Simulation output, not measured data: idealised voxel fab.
The name of this process module is voxel self aligned contacts.
Shown is cross-section cut, with a width of 205 nm and square cells of size 5 nm.
Each cross-section below is a grid of square cells, stated as bands in top-down order, with one or more rows of cells making up each band. What a band's entry tells you: where the top is and where the bottom is, as heights in nm, and after that what lies inside, material by material from left to right, each with its width in nm. Empty space is written as the word "empty", and a single material marked with the word "edge to edge" occupies the band from edge to edge. For the purposes of this specification, 0 denotes the height below which the wafer in its as-received condition is composed wholly of one material, and the lowermost band, lacking a lower limit, extends downward without end, as expressed in "from 0 down". Per-row width for "30..40": begins at first number (top row of band), ends at second number (bottom row), increment between rows held constant. Step marked "nothing different"? Then no cell in the cross-section changed in it. "Tabulated closed voids" means: voids of 8 cells or more that are shut off from the top with no open way through. Written width x height at distance, distance from the left edge, in nm. Heads up: the bit after the settings on a step's line is the simulator's remark on that step. "overlay nm" denotes, for a step that has a mask, the displacement of the mask to the right of its planned place, with negative values corresponding to the left.

# Intended process steps
1) RECEIVE: material Si
2) OXIDIZE: depth nm 5
3) DIRECTIONAL_DEP: material polySi, thk nm 30
4) DIRECTIONAL_DEP: material SiN, thk nm 20
5) MASKED_ETCH: tone cover, mask id GATE, width nm 25, pitch nm 50, etch materials SiN, depth nm 20, overlay nm 0
6) MASKED_ETCH: tone cover, mask id GATE, width nm 25, pitch nm 50, etch materials polySi, depth nm 30, overlay nm 0
7) CONFORMAL_DEP: material SiN, thk nm 5
8) DIRECTIONAL_ETCH: etch materials SiN, depth nm 5
9) FILL_DEP: material SiO2, thk nm 10
10) CMP: height nm 55
11) DIRECTIONAL_DEP: material aC, thk nm 10
12) PATTERN: tone open, mask id CONTACT, material resist, width nm 35, thk nm 25, overlay nm 0
13) DIRECTIONAL_ETCH: etch materials aC, depth nm 10
14) STRIP: etch materials resist
15) DIRECTIONAL_ETCH: etch materials SiO2, depth nm 60
16) STRIP: etch materials aC
17) CONFORMAL_DEP: material TiN, thk nm 5
18) FILL_DEP: material W, thk nm 10
19) CMP: height nm 55
20) CONFORMAL_DEP: material SiCN, thk nm 5

# This is the cross-section of the wafer as we received it, i.e. after step 1
	from 0 down  Si edge to edge
	Tabulated closed voids: none

# Run as planned - first of the two wafers cross-sectioned at the end of the module
	from 60 to 55  SiCN edge to edge
	from 55 to 50  SiO2=85, then TiN=15, then W=5, then TiN=15, then SiO2=85
	from 50 to 30  SiO2=60, then SiN=35, then TiN=5, then W=5, then TiN=5, then SiN=35, then SiO2=60
	from 30 to 0  SiO2=60, then SiN=5, then polySi=25, then SiN=5, then TiN=5, then W=5, then TiN=5, then SiN=5, then polySi=25, then SiN=5, then SiO2=60
	from 0 to -5  SiO2=95, then TiN=15, then SiO2=95
	from -5 down  Si edge to edge
	Tabulated closed voids: none

# Presented here is a cross-section of the second of the two wafers as it stood at the end of the module. It was started in the same manner and assigned the same plan as the first wafer; however, one mistake was made in its execution
	from 60 to 55  SiCN edge to edge
	from 55 to 50  SiO2=85, then TiN=20, then W=5, then TiN=10, then SiO2=85
	from 50 to 35  SiO2=65, then SiN=35, then TiN=5, then W=5, then TiN=5, then SiN=35, then SiO2=55
	from 35 to 30  SiO2=65, then SiN=35, then TiN=15, then SiN=35, then SiO2=55
	from 30 to 0  SiO2=60, then SiN=5, then polySi=30, then SiN=5, then TiN=10, then SiN=5, then polySi=30, then SiN=5, then SiO2=55
	from 0 to -5  SiO2=100, then TiN=10, then SiO2=95
	from -5 down  Si edge to edge
	Tabulated closed voids: none
Which mistake was made when the wafer was run? rather than as planned, step 5 actually ran as MASKED_ETCH: tone cover, mask id GATE, width nm 25, pitch nm 50, etch materials SiN, depth nm 20, overlay nm 5
Wafer comparison, final, in cells, second relative to first, materials more or fewer: -5 SiO2 | -7 W | +12 polySi
